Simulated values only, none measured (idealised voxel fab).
process module | voxel transistor to metal
cross-section cut | 180 nm wide | cells 5 nm
A cross-section is a grid of square cells, given in bands from the top down. A band is one or more rows of cells.
Each band's line starts with the height of the band's top and of its bottom, in nm. Then come its materials from left to right, each with its width in nm. One material with "throughout" fills the band from edge to edge. "air" is empty space.
Height 0 is the level under which the wafer as received is all one material. The lowest band goes on downwards, as in "0 down".
A width such as "30 to 40" changes by the same amount from each row of cells to the next, from the band's top row to its bottom row.
"no change" after a step means that no cell of the cross-section changed.
closed voids: empty space of 8 cells or more with no open way to the top, each as width x height at its distance from the left edge, in nm
after a step's settings: what the simulator itself notes on the step
overlay nm, on a step with a mask: how far to the right of its planned place the mask lay; to the left if negative
plan
1 op RECEIVE | material Si
2 op CONFORMAL_DEP | material SiO2 | thk nm 5
3 op CONFORMAL_DEP | material SiN | thk nm 10
4 op PATTERN | tone cover | mask id ACTIVE | material resist | width nm 105 | thk nm 20 | overlay nm 0
5 op DIRECTIONAL_ETCH | etch materials SiN | depth nm 10
6 op DIRECTIONAL_ETCH | etch materials SiO2 | depth nm 5
7 op DIRECTIONAL_ETCH | etch materials Si | depth nm 20
8 op STRIP | etch materials resist
9 op OXIDIZE | depth nm 5
10 op FILL_DEP | material SiO2 | thk nm 10
11 op CMP | height nm 15
12 op SELECTIVE_ETCH | etch materials SiO2 | depth nm 5
13 op STRIP | etch materials SiN
14 op SELECTIVE_ETCH | etch materials SiO2 | depth nm 5
15 op OXIDIZE | depth nm 5
16 op DIRECTIONAL_DEP | material polySi | thk nm 20
17 op DIRECTIONAL_DEP | material SiCN | thk nm 10
18 op PATTERN | tone cover | mask id GATE | material resist | width nm 25 | thk nm 20 | overlay nm 0
19 op DIRECTIONAL_ETCH | etch materials SiCN | depth nm 20
20 op DIRECTIONAL_ETCH | etch materials polySi | depth nm 30
21 op STRIP | etch materials resist
22 op CONFORMAL_DEP | material SiN | thk nm 10
23 op DIRECTIONAL_ETCH | etch materials SiN | depth nm 10
24 op DIRECTIONAL_ETCH | etch materials SiO2 | depth nm 5
25 op DIRECTIONAL_ETCH | etch materials Si | depth nm 10
26 op EPI | material nSi | thk nm 10
27 op FILL_DEP | material SiO2 | thk nm 10
28 op CMP | height nm 30
29 op DIRECTIONAL_DEP | material SiO2 | thk nm 10
30 op DIRECTIONAL_DEP | material aC | thk nm 15
31 op PATTERN | tone open | mask id CONTACT | material resist | width nm 25 | pitch nm 60 | thk nm 35 | overlay nm 0
32 op DIRECTIONAL_ETCH | etch materials aC | depth nm 15
33 op STRIP | etch materials resist
34 op DIRECTIONAL_ETCH | etch materials SiO2 | depth nm 45
35 op STRIP | etch materials aC
36 op CONFORMAL_DEP | material TiN | thk nm 5
37 op FILL_DEP | material Ru | thk nm 10
38 op CMP | height nm 40
39 op DIRECTIONAL_DEP | material TiN | thk nm 5
40 op DIRECTIONAL_DEP | material W | thk nm 25
41 op DIRECTIONAL_DEP | material aC | thk nm 15
42 op PATTERN | tone cover | mask id METAL_1 | material resist | width nm 15 | pitch nm 70 | thk nm 35 | overlay nm 0
43 op DIRECTIONAL_ETCH | etch materials aC | depth nm 15
44 op STRIP | etch materials resist
45 op DIRECTIONAL_ETCH | etch materials W | depth nm 25
46 op DIRECTIONAL_ETCH | etch materials TiN | depth nm 5
47 op STRIP | etch materials aC
48 op CONFORMAL_DEP | material SiN | thk nm 5
49 op FILL_DEP | material lowk | thk nm 10
50 op CMP | height nm 70
51 op CONFORMAL_DEP | material SiCN | thk nm 5
52 op DIRECTIONAL_DEP | material lowk | thk nm 30
53 op DIRECTIONAL_DEP | material aC | thk nm 15
54 op PATTERN | tone open | mask id METAL_2 | material resist | width nm 15 | pitch nm 70 | thk nm 35 | overlay nm 0
55 op DIRECTIONAL_ETCH | etch materials aC | depth nm 15
56 op STRIP | etch materials resist
57 op DIRECTIONAL_ETCH | etch materials lowk | depth nm 15
58 op STRIP | etch materials aC
59 op MASKED_ETCH | tone open | mask id METAL_2_HOLES | width nm 15 | pitch nm 70 | etch materials lowk | depth nm 15 | overlay nm 0
60 op MASKED_ETCH | tone open | mask id METAL_2_HOLES | width nm 15 | pitch nm 70 | etch materials SiCN | depth nm 5 | overlay nm 0
61 op CONFORMAL_DEP | material TiN | thk nm 5
62 op FILL_DEP | material Cu | thk nm 10
63 op CMP | height nm 105
64 op CONFORMAL_DEP | material SiCN | thk nm 5
as received, after step 1
  0 down: Si throughout
  closed voids: none
a wafer at the end: this start, this plan, one mistake
  125 to 120: SiCN throughout
  120 to 110: Cu throughout
  110 to 105: TiN 50 | Cu 5 | TiN 65 | Cu 5 | TiN 55
  105 to 75: lowk 45 | TiN 5 | Cu 5 | TiN 5 | lowk 55 | TiN 5 | Cu 5 | TiN 5 | lowk 50
  75 to 70: SiCN 45 | TiN 15 | SiCN 55 | TiN 15 | SiCN 50
  70 to 45: lowk 40 | SiN 5 | W 15 | SiN 5 | lowk 45 | SiN 5 | W 15 | SiN 5 | lowk 45
  45 to 40: SiN 45 | TiN 15 | SiN 55 | TiN 15 | SiN 50
  40 to 30: SiO2 45 | TiN 5 | Ru 15 to 10 | TiN 5 to 10 | SiO2 35 | TiN 5 to 10 | Ru 15 to 10 | TiN 5 | SiO2 50
  30 to 20: SiO2 45 | TiN 5 | Ru 10 | TiN 5 | SiN 10 | SiCN 25 | SiN 10 | TiN 5 | Ru 10 | TiN 5 | SiO2 50
  20 to 10: SiO2 45 | TiN 5 | Ru 10 | TiN 5 | SiN 10 | polySi 25 | SiN 10 | TiN 5 | Ru 10 | TiN 5 | SiO2 50
  10 to 5: SiO2 45 | TiN 20 | SiN 10 | polySi 25 | SiN 10 | TiN 20 | SiO2 50
  5 to 0: SiO2 30 | SiN 10 | SiO2 5 | TiN 10 | nSi 10 | SiN 10 | polySi 25 | SiN 10 | nSi 10 | TiN 10 | SiO2 5 | SiN 10 | SiO2 35
  0 to -5: SiO2 45 | TiN 10 | nSi 10 | SiO2 45 | nSi 10 | TiN 10 | SiO2 50
  -5 to -15: SiO2 40 | nSi 25 | Si 45 | nSi 25 | SiO2 45
  -15 to -25: SiO2 40 | Si 95 | SiO2 45
  -25 down: Si throughout
  closed voids: none
what went wrong: step 63 was left out
